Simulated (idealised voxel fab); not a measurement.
voxel quadruple lines: a process module
The cross-section shown here is cut; it is 235 nm wide and divided into square cells measuring 5 nm on a side.
Each cross-section below is a grid of square cells, stated as bands in top-down order, with one or more rows of cells making up each band.
Band: top height; bottom height; in nm. Then, left to right: material with width in nm, for each material. "all across": a single material spanning edge to edge. "blank": empty space.
The level at which height equals 0 is the one under which the wafer, as it arrives, is entirely one material. No lower edge exists for the bottom band, which continues downward and is notated as in "from 0 down".
Note: "30 to 40" means the width goes from the first number (top row of the band) to the second number (bottom row) in equal steps per row of cells.
"no alterations made" after a step means that no cell of the cross-section changed.
So "Enclosed void entries" is basically the list of trapped voids: any empty space of 8 cells or more that can't reach the top through an opening. They're written width x height at distance, the distance being from the left edge, and it's all nm.
Past the settings on a step's line: simulator remark, on that step.
A step line may carry the setting "overlay nm", which, for steps involving a mask, states the distance by which the mask lay to the right of its intended position; negative values denote displacement to the left.

Listed below are the process steps as planned:
1,op RECEIVE | material Si
2,op CONFORMAL_DEP | material SiO2 | thk nm 5
3,op DIRECTIONAL_DEP | material Ru | thk nm 15
4,op DIRECTIONAL_DEP | material polySi | thk nm 15
5,op DIRECTIONAL_DEP | material aC | thk nm 25
6,op PATTERN | tone cover | mask id MANDREL | material resist | width nm 25 | pitch nm 80 | thk nm 35 | overlay nm 0
7,op DIRECTIONAL_ETCH | etch materials aC | depth nm 25
8,op STRIP | etch materials resist
9,op CONFORMAL_DEP | material SiO2 | thk nm 15
10,op DIRECTIONAL_ETCH | etch materials SiO2 | depth nm 15
11,op STRIP | etch materials aC
12,op DIRECTIONAL_ETCH | etch materials polySi | depth nm 15
13,op STRIP | etch materials SiO2
14,op CONFORMAL_DEP | material SiCN | thk nm 5
15,op DIRECTIONAL_ETCH | etch materials SiCN | depth nm 5
16,op STRIP | etch materials polySi
17,op DIRECTIONAL_ETCH | etch materials Ru | depth nm 15
18,op STRIP | etch materials SiCN

Cross-section of the wafer upon arrival, representing the state reached after step 1:
    from 0 down = Si all across
    Enclosed void entries: none

Run as planned - first of the two wafers cross-sectioned at the end of the module:
    from 20 to 5 = blank 45 / Ru 5 / blank 15 / Ru 5 / blank 15 / Ru 5 / blank 15 / Ru 5 / blank 15 / Ru 5 / blank 15 / Ru 5 / blank 15 / Ru 5 / blank 15 / Ru 5 / blank 45
    from 5 to 0 = SiO2 all across
    from 0 down = Si all across
    Enclosed void entries: none

Wafer two cross-section, module end. Start and plan unchanged from wafer one; one mistake made during the run:
    from 45 to 35 = Ru all across
    from 35 to 20 = polySi all across
    from 20 to 5 = Ru all across
    from 5 to 0 = SiO2 all across
    from 0 down = Si all across
    Enclosed void entries: none
Want to know what went wrong? off-plan run, step 5, actual operation and settings op DIRECTIONAL_DEP | material Ru | thk nm 25
In the final state, the cell counts of the second wafer exceed or fall short of those of the first for the following materials: +211 Ru; +141 polySi
